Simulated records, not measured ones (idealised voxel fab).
You're looking at the process module voxel air gaps.
210 nm wide, 5 nm square cells: that's cross-section cut.
Just so we're on the same page, the cross-sections are grids of square cells, and they're listed out in bands top to bottom, each band one or more rows deep.
Band entry format. Leading values: height of top, height of bottom, nm. Remainder: materials in left-to-right order, each with its width in nm. Special words: "all across" on a single material, which then fills the band edge to edge; "air", empty space.
Where do heights start? At 0: under that level the wafer as delivered is made of one material only. And the lowest band has no floor; it just carries on downward, as in "0 nm and below".
Width: "30->40" (first number = top row, second number = bottom row, same change from row to row of cells).
For the purposes of this document, the phrase "nothing got changed" attached to a step denotes that no cell within the cross-section was modified by that step.
If an empty space has no open way to the top and is at least 8 cells in size, "Closed void entries" lists it, written width x height at distance, where distance is measured from the left edge and every value is in nm.
Text after the settings on a step's line: the simulator's own remark on that step.
On any step carrying a mask, the "overlay nm" setting, if present on the step's line, tells how far right of its planned place the mask lay; negative values point to the left.

**The steps planned for the process are as follows**
1: RECEIVE | material Si
2: CONFORMAL_DEP | material SiO2 | thk nm 10
3: CONFORMAL_DEP | material SiN | thk nm 5
4: DIRECTIONAL_DEP | material lowk | thk nm 40
5: PATTERN | tone open | mask id LINES | material resist | width nm 15 | pitch nm 40 | thk nm 15 | overlay nm 0
6: DIRECTIONAL_ETCH | etch materials lowk | depth nm 40
7: STRIP | etch materials resist
8: CONFORMAL_DEP | material TiN | thk nm 5
9: FILL_DEP | material Ru | thk nm 10
10: CMP | height nm 55
11: EPI | material Ru | thk nm 10
12: SELECTIVE_ETCH | etch materials lowk | depth nm 50
13: CONFORMAL_DEP | material SiCN | thk nm 5

**So, the first of our two wafers, run just as we planned it**

**So this is the incoming wafer in cross-section - it's already been through step 1**
* 0 nm and below: Si all across
* Closed void entries: none

**How the wafer stands in section after step 2**
* 10 nm to 0 nm: SiO2 all across
* Beneath the level 0, the cross-section is identical to its previous state.

**How the wafer stands in section after step 3**
* 15 nm to 10 nm: SiN all across
* Beneath the level 10, the cross-section is identical to its previous state.

**How the wafer stands in section after step 4**
* 55 nm to 15 nm: lowk all across
* Beneath the level 15, the cross-section is identical to its previous state.

**How the wafer stands in section after step 5**
* 70 nm to 55 nm: 55 of resist; 15 of air; 25 of resist; 15 of air; 25 of resist; 15 of air; 60 of resist
* Beneath the level 55, the cross-section is identical to its previous state.

**How the wafer stands in section after step 6**
* 70 nm to 55 nm: 55 of resist; 15 of air; 25 of resist; 15 of air; 25 of resist; 15 of air; 60 of resist
* 55 nm to 15 nm: 55 of lowk; 15 of air; 25 of lowk; 15 of air; 25 of lowk; 15 of air; 60 of lowk
* Beneath the level 15, the cross-section is identical to its previous state.

**How the wafer stands in section after step 7**
* 55 nm to 15 nm: 55 of lowk; 15 of air; 25 of lowk; 15 of air; 25 of lowk; 15 of air; 60 of lowk
* Beneath the level 15, the cross-section is identical to its previous state.

**How the wafer stands in section after step 8**
* 60 nm to 55 nm: 60 of TiN; 5 of air; 35 of TiN; 5 of air; 35 of TiN; 5 of air; 65 of TiN
* 55 nm to 20 nm: 55 of lowk; 5 of TiN; 5 of air; 5 of TiN; 25 of lowk; 5 of TiN; 5 of air; 5 of TiN; 25 of lowk; 5 of TiN; 5 of air; 5 of TiN; 60 of lowk
* 20 nm to 15 nm: 55 of lowk; 15 of TiN; 25 of lowk; 15 of TiN; 25 of lowk; 15 of TiN; 60 of lowk
* Beneath the level 15, the cross-section is identical to its previous state.

**How the wafer stands in section after step 9**
* 70 nm to 60 nm: Ru all across
* 60 nm to 55 nm: 60 of TiN; 5 of Ru; 35 of TiN; 5 of Ru; 35 of TiN; 5 of Ru; 65 of TiN
* 55 nm to 20 nm: 55 of lowk; 5 of TiN; 5 of Ru; 5 of TiN; 25 of lowk; 5 of TiN; 5 of Ru; 5 of TiN; 25 of lowk; 5 of TiN; 5 of Ru; 5 of TiN; 60 of lowk
* Beneath the level 20, the cross-section is identical to its previous state.

**How the wafer stands in section after step 10**
* 55 nm to 20 nm: 55 of lowk; 5 of TiN; 5 of Ru; 5 of TiN; 25 of lowk; 5 of TiN; 5 of Ru; 5 of TiN; 25 of lowk; 5 of TiN; 5 of Ru; 5 of TiN; 60 of lowk
* Beneath the level 20, the cross-section is identical to its previous state.

**How the wafer stands in section after step 11**
* 65 nm to 55 nm: 45 of air; 35 of Ru; 5 of air; 35 of Ru; 5 of air; 35 of Ru; 50 of air
* Beneath the level 55, the cross-section is identical to its previous state.

**How the wafer stands in section after step 12**
* 65 nm to 55 nm: 45 of air; 35 of Ru; 5 of air; 35 of Ru; 5 of air; 35 of Ru; 50 of air
* 55 nm to 20 nm: 55 of air; 5 of TiN; 5 of Ru; 5 of TiN; 25 of air; 5 of TiN; 5 of Ru; 5 of TiN; 25 of air; 5 of TiN; 5 of Ru; 5 of TiN; 60 of air
* 20 nm to 15 nm: 55 of air; 15 of TiN; 25 of air; 15 of TiN; 25 of air; 15 of TiN; 60 of air
* Beneath the level 15, the cross-section is identical to its previous state.

**How the wafer stands in section after step 13**
* 70 nm to 65 nm: 40 of air; 125 of SiCN; 45 of air
* 65 nm to 55 nm: 40 of air; 5 of SiCN; 35 of Ru; 5 of SiCN; 35 of Ru; 5 of SiCN; 35 of Ru; 5 of SiCN; 45 of air
* 55 nm to 50 nm: 40 of air; 15 of SiCN; 5 of TiN; 5 of Ru; 5 of TiN; 25 of SiCN; 5 of TiN; 5 of Ru; 5 of TiN; 25 of SiCN; 5 of TiN; 5 of Ru; 5 of TiN; 15 of SiCN; 45 of air
* 50 nm to 20 nm: 50 of air; 5 of SiCN; 5 of TiN; 5 of Ru; 5 of TiN; 5 of SiCN; 15 of air; 5 of SiCN; 5 of TiN; 5 of Ru; 5 of TiN; 5 of SiCN; 15 of air; 5 of SiCN; 5 of TiN; 5 of Ru; 5 of TiN; 5 of SiCN; 55 of air
* 20 nm to 15 nm: 55 of SiCN; 15 of TiN; 25 of SiCN; 15 of TiN; 25 of SiCN; 15 of TiN; 60 of SiCN
* Beneath the level 15, the cross-section is identical to its previous state.
* Closed void entries: 15 x 30 at 75; 15 x 30 at 115

**The second wafer began exactly as the first did and followed the same plan, but one mistake was made while running it; through step 3 inclusive, the two wafers are identical**

**Cross-section of the second wafer when, according to plan, step 4 should have finished**
* 55 nm to 15 nm: SiCN all across
* Beneath the level 15, the cross-section is identical to its previous state.

**Cross-section of the second wafer when, according to plan, step 5 should have finished**
* 70 nm to 55 nm: 55 of resist; 15 of air; 25 of resist; 15 of air; 25 of resist; 15 of air; 60 of resist
* Beneath the level 55, the cross-section is identical to its previous state.

Cross-section of the second wafer when, according to plan, step 6 should have finished: nothing got changed

**Cross-section of the second wafer when, according to plan, step 7 should have finished**
* 55 nm to 15 nm: SiCN all across
* Beneath the level 15, the cross-section is identical to its previous state.

**Cross-section of the second wafer when, according to plan, step 8 should have finished**
* 60 nm to 55 nm: TiN all across
* Beneath the level 55, the cross-section is identical to its previous state.

**Cross-section of the second wafer when, according to plan, step 9 should have finished**
* 70 nm to 60 nm: Ru all across
* Beneath the level 60, the cross-section is identical to its previous state.

**Cross-section of the second wafer when, according to plan, step 10 should have finished**
* 55 nm to 15 nm: SiCN all across
* Beneath the level 15, the cross-section is identical to its previous state.

Cross-section of the second wafer when, according to plan, step 11 should have finished: nothing got changed

Cross-section of the second wafer when, according to plan, step 12 should have finished: nothing got changed

**Cross-section of the second wafer when, according to plan, step 13 should have finished**
* 60 nm to 15 nm: SiCN all across
* Beneath the level 15, the cross-section is identical to its previous state.
Which mistake was made when the wafer was run? it should be noted that step 4 was executed with settings other than those planned, the operation and settings actually applied being DIRECTIONAL_DEP | material SiCN | thk nm 40
Count the cells at the end and the second wafer has more or fewer of some materials than the first: Ru -63; SiCN +260; TiN -51
Long story short, the first wafer ends with 2 closed voids and the second one with 0.
